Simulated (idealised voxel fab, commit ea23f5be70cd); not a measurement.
This section sets out a process module, namely voxel ribs on slabs.
Shown is cross-section cut, with a width of 265 nm and square cells of size 5 nm.
For the purposes of this document, a cross-section shall be understood as a grid of square cells, specified as bands listed in top-to-bottom order, each band consisting of one or more rows of cells.
Band: top height; bottom height; in nm. Then, left to right: material with width in nm, for each material. "all across": a single material spanning edge to edge. "blank": empty space.
Note: height 0 marks the level under which the wafer is uniformly one material as received. Lowest band unbounded below, written "0 and below".
With a width like "30..40", each row of cells in the band differs from the next by the same amount, the top row carrying the first number and the bottom row the second.
No cell of the cross-section changed in a step that is given as "identical to before".
So "Enclosed void list" is basically the list of trapped voids: any empty space of 8 cells or more that can't reach the top through an opening. They're written width x height at distance, the distance being from the left edge, and it's all nm.
Step line, after settings: the simulator's comment on this step.
On any step carrying a mask, the "overlay nm" setting, if present on the step's line, tells how far right of its planned place the mask lay; negative values point to the left.

INTENDED PROCESS STEPS
step 1: RECEIVE, material Si
step 2: DIRECTIONAL_DEP, material SiO2, thk nm 30
step 3: DIRECTIONAL_DEP, material polySi, thk nm 20
step 4: PATTERN, tone cover, mask id RIB, material resist, width nm 30, thk nm 15, overlay nm 0
step 5: DIRECTIONAL_ETCH, etch materials polySi, depth nm 5
step 6: STRIP, etch materials resist
step 7: MASKED_ETCH, tone cover, mask id SLAB, width nm 60, etch materials polySi, depth nm 15, overlay nm 0
step 8: FILL_DEP, material SiO2, thk nm 20
step 9: CMP, height nm 60
step 10: DIRECTIONAL_DEP, material TiN, thk nm 10
step 11: PATTERN, tone cover, mask id HEATER, material resist, width nm 40, thk nm 15, overlay nm 0
step 12: DIRECTIONAL_ETCH, etch materials TiN, depth nm 10
step 13: STRIP, etch materials resist
step 14: CONFORMAL_DEP, material SiN, thk nm 10

DELIVERED WAFER IN CROSS-SECTION: STATE AFTER STEP 1
- 0 and below | Si all across
- Enclosed void list: none

POST-MODULE CROSS-SECTION: IDENTICAL START AND PLAN TO THOSE ABOVE, ONE MISSTEP IN EXECUTION
- 80 down to 70 | blank 95 nm / SiN 70 nm / blank 100 nm
- 70 down to 60 | SiN 105 nm / TiN 50 nm / SiN 110 nm
- 60 down to 50 | SiO2 all across
- 50 down to 45 | SiO2 115 nm / polySi 30 nm / SiO2 120 nm
- 45 down to 30 | SiO2 100 nm / polySi 60 nm / SiO2 105 nm
- 30 down to 0 | SiO2 all across
- 0 and below | Si all across
- Enclosed void list: none
Which mistake was made when the wafer was run? step 11 did not happen as planned, as run it was PATTERN, tone cover, mask id HEATER, material resist, width nm 50, thk nm 15, overlay nm 0
